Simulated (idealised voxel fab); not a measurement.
This section sets out a process module, namely voxel spacer lines.
Xsec cut, 300 nm wide, square cell size 5 nm.
Cross-section = grid of square cells, listed top down in bands; band = one or more rows. For a band, the entry starts with two heights in nm, that of the top and then that of the bottom, and carries on with the band's materials in order from left to right, each alongside its width in nm; the word "everywhere" beside a single material means it fills the band edge to edge, and "blank" means empty space. Ref level 0: as-received wafer is one material below here. Bottom band extends down with no lower bound ("from 0 down"). Width: "30->40" (first number = top row, second number = bottom row, same change from row to row of cells). Step note "all unchanged" = no cross-section cell changed. "Closed internal cavities" - sealed voids, min. 8 cells, no opening to top; format: width x height at distance (distance from left edge; nm throughout). If you see something after the settings on a step's line, that's the simulator's own remark about that step. You can add "overlay nm" to a step's line. For a step with a mask, it describes how far the mask lay to the right of its planned position, and a negative number describes a lay to the left.

-- List of planned process steps
1,RECEIVE: material Si
2,CONFORMAL_DEP: material Al2O3, thk nm 10
3,DIRECTIONAL_DEP: material TiN, thk nm 15
4,DIRECTIONAL_DEP: material aC, thk nm 30
5,PATTERN: tone cover, mask id MANDREL, material resist, width nm 20, pitch nm 60, thk nm 35, overlay nm 0
6,DIRECTIONAL_ETCH: etch materials aC, depth nm 30
7,STRIP: etch materials resist
8,CONFORMAL_DEP: material SiO2, thk nm 10
9,DIRECTIONAL_ETCH: etch materials SiO2, depth nm 10
10,STRIP: etch materials aC
11,DIRECTIONAL_ETCH: etch materials TiN, depth nm 15
12,STRIP: etch materials SiO2

-- Cross-sectional view of the wafer in its as-received condition, corresponding to the state after step 1
from 0 down: Si everywhere
Closed internal cavities: none

-- End-of-module cross-section. Starting structure and process plan as above; one mistake made in running it
from 15 to 0: blank: 70, then TiN: 10, then blank: 20, then TiN: 10, then blank: 20, then TiN: 10, then blank: 20, then TiN: 10, then blank: 20, then TiN: 10, then blank: 20, then TiN: 10, then blank: 70
from 0 down: Si everywhere
Closed internal cavities: none
The mistake made against the process plan was this: step 2 of the plan was omitted and not executed
